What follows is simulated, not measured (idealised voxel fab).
Process module, titled voxel double patterning
Cross-section cut spans 170 nm and uses square cells 5 nm in size.
For the purposes of this document, a cross-section shall be understood as a grid of square cells, specified as bands listed in top-to-bottom order, each band consisting of one or more rows of cells.
Per band: top height and bottom height in nm, followed by the left-to-right materials and their widths in nm; "edge to edge" marks a single material spanning edge to edge, "air" marks empty space.
Heights are reckoned from 0. Under this level, the received wafer is all of one material. The bottommost band is open-ended downward, for example "top 0, no bottom".
Width spec "30..40" -> top row of cells at first value, bottom row at second value, equal per-row change in between.
It should be understood that the words "no modifications", when stated for a given step, signify that the cross-section underwent no change in any of its cells during that step.
In the "Sealed cavities" entry, you get each enclosed empty space of 8 cells or more, one with no open way to the top, written width x height at distance, distance from the left edge, in nm.
Heads up: the bit after the settings on a step's line is the simulator's remark on that step.
The setting "overlay nm" may be written on the line of a step. When the step uses a mask, the value reports how far to the right of the planned place the mask lay, and a negative value reports that it lay to the left.
THE STEPS PLANNED FOR THE PROCESS ARE AS FOLLOWS
1 RECEIVE (material Si)
2 CONFORMAL_DEP (material SiN; thk nm 10)
3 DIRECTIONAL_DEP (material SiO2; thk nm 15)
4 DIRECTIONAL_DEP (material SiCN; thk nm 5)
5 PATTERN (tone open; mask id FIRST; material resist; width nm 15; pitch nm 50; thk nm 15; overlay nm 0)
6 DIRECTIONAL_ETCH (etch materials SiCN; depth nm 5)
7 STRIP (etch materials resist)
8 DIRECTIONAL_DEP (material aC; thk nm 10)
9 PATTERN (tone open; mask id SECOND; material resist; width nm 15; thk nm 30; overlay nm 0)
10 DIRECTIONAL_ETCH (etch materials aC; depth nm 10)
11 STRIP (etch materials resist)
12 DIRECTIONAL_ETCH (etch materials SiCN; depth nm 5)
13 STRIP (etch materials aC)
14 DIRECTIONAL_ETCH (etch materials SiO2; depth nm 15)
15 STRIP (etch materials SiCN)
WAFER AS RECEIVED: CROSS-SECTION FOLLOWING STEP 1
* top 0, no bottom | Si edge to edge
* Sealed cavities: none
END-OF-MODULE XS, FIRST OF TWO WAFERS, RUN AS PLANNED
* top 25, bottom 10 | SiO2 50 nm  air 15 nm  SiO2 10 nm  air 15 nm  SiO2 10 nm  air 15 nm  SiO2 55 nm
* top 10, bottom 0 | SiN edge to edge
* top 0, no bottom | Si edge to edge
* Sealed cavities: none
SECOND OF TWO WAFERS, MODULE COMPLETE, SECTIONED: IT SHARES THE FIRST WAFER'S START AND PLAN BUT WAS RUN WITH ONE MISTAKE
* top 25, bottom 10 | SiO2 50 nm  air 15 nm  SiO2 10 nm  air 20 nm  SiO2 5 nm  air 15 nm  SiO2 55 nm
* top 10, bottom 0 | SiN edge to edge
* top 0, no bottom | Si edge to edge
* Sealed cavities: none
Which mistake was made when the wafer was run? contrary to plan, step 9 was performed as PATTERN (tone open; mask id SECOND; material resist; width nm 20; thk nm 30; overlay nm 0)
at the end the second wafer has, in cells: SiO2: 3 fewer
